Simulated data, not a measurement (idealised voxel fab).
Process module, titled voxel gate over fins
Cross-sectional view cut (width: 165 nm; square cell size: 5 nm).
Cross-section format: a grid of square cells, given as bands from top to bottom; each band is one or more rows of cells. Band: top and bottom heights (nm) first, top before bottom; then materials from left to right, widths in nm. "all across" marks a sole material filling the band edge to edge. "empty" denotes empty space. Note: height 0 marks the level under which the wafer is uniformly one material as received. Lowest band unbounded below, written "top 0, no bottom". Read "30 to 40" as a graded width: first number on top, second number at the bottom, same change between each pair of neighbouring rows. The designation "no change occurred", where it is given for a processing step, indicates that no cell of the cross-section was altered in the course of that step. Look at "Closed void table" for the closed voids: empty spaces with no open path to the top, sized 8 cells or up. Each is width x height at distance, distance from the left edge, all nm. Anything after a step's settings on that line? It's the simulator's own note about the step. If you see "overlay nm" on a step's line and that step has a mask, it's telling you how far right of where it was planned the mask ended up; a negative number means it went left instead.
# Steps planned for the process
1,RECEIVE | material Si
2,CONFORMAL_DEP | material SiN | thk nm 5
3,PATTERN | tone cover | mask id FINS | material resist | width nm 15 | pitch nm 45 | thk nm 20 | overlay nm -15
4,DIRECTIONAL_ETCH | etch materials SiN | depth nm 5
5,DIRECTIONAL_ETCH | etch materials Si | depth nm 30
6,STRIP | etch materials resist
7,FILL_DEP | material SiO2 | thk nm 15
8,CMP | height nm 5
9,SELECTIVE_ETCH | etch materials SiO2 | depth nm 20
10,STRIP | etch materials SiN
11,CONFORMAL_DEP | material HfO2 | thk nm 5
12,CONFORMAL_DEP | material TiN | thk nm 5
13,CONFORMAL_DEP | material TiAl | thk nm 5
14,CONFORMAL_DEP | material TiN | thk nm 5
15,FILL_DEP | material W | thk nm 10
16,CMP | height nm 25
17,CONFORMAL_DEP | material SiCN | thk nm 10
The plan shows the overlay nm of step 3 as the first wafer had it; this setting differs between the wafers, which start out alike.
# First of several wafers, received after step 1, in cross-section
* top 0, no bottom = Si all across
* Closed void table: none
# Heads up, this table goes wafer by wafer. A row tells you, at the end of the module, how many cells of each material that wafer has put on (+) or dropped (-) since it was received, and then its closed voids
overlay nm -15 | +45 HfO2 | -162 Si | +66 SiCN | +81 SiO2 | +45 TiAl | +84 TiN | +72 W | Closed void table: none
overlay nm -10 | +45 HfO2 | -162 Si | +66 SiCN | +81 SiO2 | +45 TiAl | +84 TiN | +72 W | Closed void table: none
overlay nm -5 | +45 HfO2 | -162 Si | +66 SiCN | +81 SiO2 | +45 TiAl | +84 TiN | +72 W | Closed void table: none
overlay nm 0 | +45 HfO2 | -162 Si | +66 SiCN | +81 SiO2 | +45 TiAl | +84 TiN | +72 W | Closed void table: none
overlay nm 5 | +45 HfO2 | -162 Si | +66 SiCN | +81 SiO2 | +45 TiAl | +84 TiN | +72 W | Closed void table: none
overlay nm 10 | +45 HfO2 | -162 Si | +66 SiCN | +81 SiO2 | +45 TiAl | +84 TiN | +72 W | Closed void table: none
overlay nm 15 | +45 HfO2 | -162 Si | +66 SiCN | +81 SiO2 | +45 TiAl | +84 TiN | +72 W | Closed void table: none
